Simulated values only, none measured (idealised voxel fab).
Documented hereafter: the process module known as voxel capacitor over wiring.
Cross-section cut: width 240 nm, square cells of 5 nm.
Just so we're on the same page, the cross-sections are grids of square cells, and they're listed out in bands top to bottom, each band one or more rows deep. Per band: top height and bottom height in nm, followed by the left-to-right materials and their widths in nm; "everywhere" marks a single material spanning edge to edge, "air" marks empty space. Measure heights from 0. That's the level where, below it, the as-received wafer is all one material. The lowest band is bottomless and extends downward; write it as in "0 and below". A width given as "30->40" starts at the first number in the band's top row and ends at the second number in its bottom row, shifting by an equal amount at every step from row to row. "remained unchanged" for a step: no cell of the cross-section changed in that step. "Sealed void list" means: voids of 8 cells or more that are shut off from the top with no open way through. Written width x height at distance, distance from the left edge, in nm. If you see something after the settings on a step's line, that's the simulator's own remark about that step. The setting "overlay nm" may be written on the line of a step. When the step uses a mask, the value reports how far to the right of the planned place the mask lay, and a negative value reports that it lay to the left.
PLANNED PROCESS STEPS
1. RECEIVE | material Si
2. CONFORMAL_DEP | material SiO2 | thk nm 15
3. DIRECTIONAL_DEP | material TiN | thk nm 5
4. DIRECTIONAL_DEP | material W | thk nm 15
5. MASKED_ETCH | tone cover | mask id METAL_1 | width nm 30 | pitch nm 90 | etch materials W | depth nm 15 | overlay nm 0
6. MASKED_ETCH | tone cover | mask id METAL_1 | width nm 30 | pitch nm 90 | etch materials TiN | depth nm 5 | overlay nm 0
7. FILL_DEP | material SiO2 | thk nm 5
8. CMP | height nm 35
9. CONFORMAL_DEP | material SiCN | thk nm 5
10. DIRECTIONAL_DEP | material SiO2 | thk nm 20
11. DIRECTIONAL_DEP | material aC | thk nm 10
12. PATTERN | tone open | mask id PLUG_1 | material resist | width nm 15 | thk nm 30 | overlay nm 0
13. DIRECTIONAL_ETCH | etch materials aC | depth nm 10
14. STRIP | etch materials resist
15. DIRECTIONAL_ETCH | etch materials SiO2 | depth nm 20
16. DIRECTIONAL_ETCH | etch materials SiCN | depth nm 5
17. STRIP | etch materials aC
18. EPI | material Ru | thk nm 10
19. EPI | material Ru | thk nm 10
20. EPI | material Ru | thk nm 5
21. DIRECTIONAL_DEP | material TiN | thk nm 5
22. DIRECTIONAL_DEP | material SiN | thk nm 5
23. DIRECTIONAL_DEP | material TiN | thk nm 5
24. MASKED_ETCH | tone cover | mask id UPPER_PLATE | width nm 65 | etch materials TiN | depth nm 5 | overlay nm 0
25. MASKED_ETCH | tone cover | mask id UPPER_PLATE | width nm 65 | etch materials SiN | depth nm 5 | overlay nm 0
26. MASKED_ETCH | tone cover | mask id LOWER_PLATE | width nm 75 | etch materials TiN | depth nm 5 | overlay nm 0
27. FILL_DEP | material SiO2 | thk nm 20
28. CMP | height nm 90
29. DIRECTIONAL_DEP | material aC | thk nm 10
30. PATTERN | tone open | mask id PLUG_2 | material resist | width nm 15 | thk nm 30 | overlay nm 0
31. DIRECTIONAL_ETCH | etch materials aC | depth nm 10
32. STRIP | etch materials resist
33. DIRECTIONAL_ETCH | etch materials SiO2 | depth nm 15
34. STRIP | etch materials aC
35. CONFORMAL_DEP | material TiN | thk nm 5
36. FILL_DEP | material W | thk nm 5
37. CMP | height nm 90
38. CONFORMAL_DEP | material SiCN | thk nm 5
INCOMING WAFER, CROSS-SECTIONAL VIEW, POST STEP 1
    0 and below = Si everywhere
    Sealed void list: none
CROSS-SECTIONAL VIEW OF THE FIRST OF THE TWO WAFERS UPON COMPLETION OF THE MODULE, PROCESSED IN ACCORDANCE WITH THE PLAN
    95 down to 90 = SiCN everywhere
    90 down to 80 = SiO2: 85; TiN: 5; W: 5; TiN: 5; SiO2: 140
    80 down to 70 = SiO2: 85->75; TiN: 15->65; SiO2: 140->100
    70 down to 65 = SiO2: 75; SiN: 65; SiO2: 100
    65 down to 60 = SiO2: 70; TiN: 75; SiO2: 95
    60 down to 40 = SiO2: 75; Ru: 15; SiO2: 150
    40 down to 35 = SiCN: 75; Ru: 15; SiCN: 150
    35 down to 20 = SiO2: 60; W: 30; SiO2: 60; W: 30; SiO2: 60
    20 down to 15 = SiO2: 60; TiN: 30; SiO2: 60; TiN: 30; SiO2: 60
    15 down to 0 = SiO2 everywhere
    0 and below = Si everywhere
    Sealed void list: none
CROSS-SECTION, SECOND WAFER: SAME START AS THE FIRST, SAME PLAN AS THE FIRST, ONE MISTAKE IN RUNNING IT; TAKEN AT THE END OF THE MODULE
    95 down to 90 = SiCN everywhere
    90 down to 80 = SiO2: 85; TiN: 5; W: 5; TiN: 5; SiO2: 140
    80 down to 70 = SiO2: 85->75; TiN: 15->65; SiO2: 140->100
    70 down to 65 = SiO2: 75; SiN: 65; SiO2: 100
    65 down to 60 = SiO2: 70; TiN: 75; SiO2: 95
    60 down to 40 = SiO2: 75; Ru: 15; SiO2: 150
    40 down to 35 = SiCN: 75; Ru: 15; SiCN: 150
    35 down to 20 = SiCN: 60; W: 30; SiCN: 60; W: 30; SiCN: 60
    20 down to 15 = SiCN: 60; TiN: 30; SiCN: 60; TiN: 30; SiCN: 60
    15 down to 0 = SiO2 everywhere
    0 and below = Si everywhere
    Sealed void list: none
Deviation from plan: step 7 was processed under conditions differing from the plan, specifically as FILL_DEP | material SiCN | thk nm 5
Wrapping up, a cell-based count of both wafers puts the second over or under the first for these materials: SiCN: 144 more, SiO2: 144 fewer
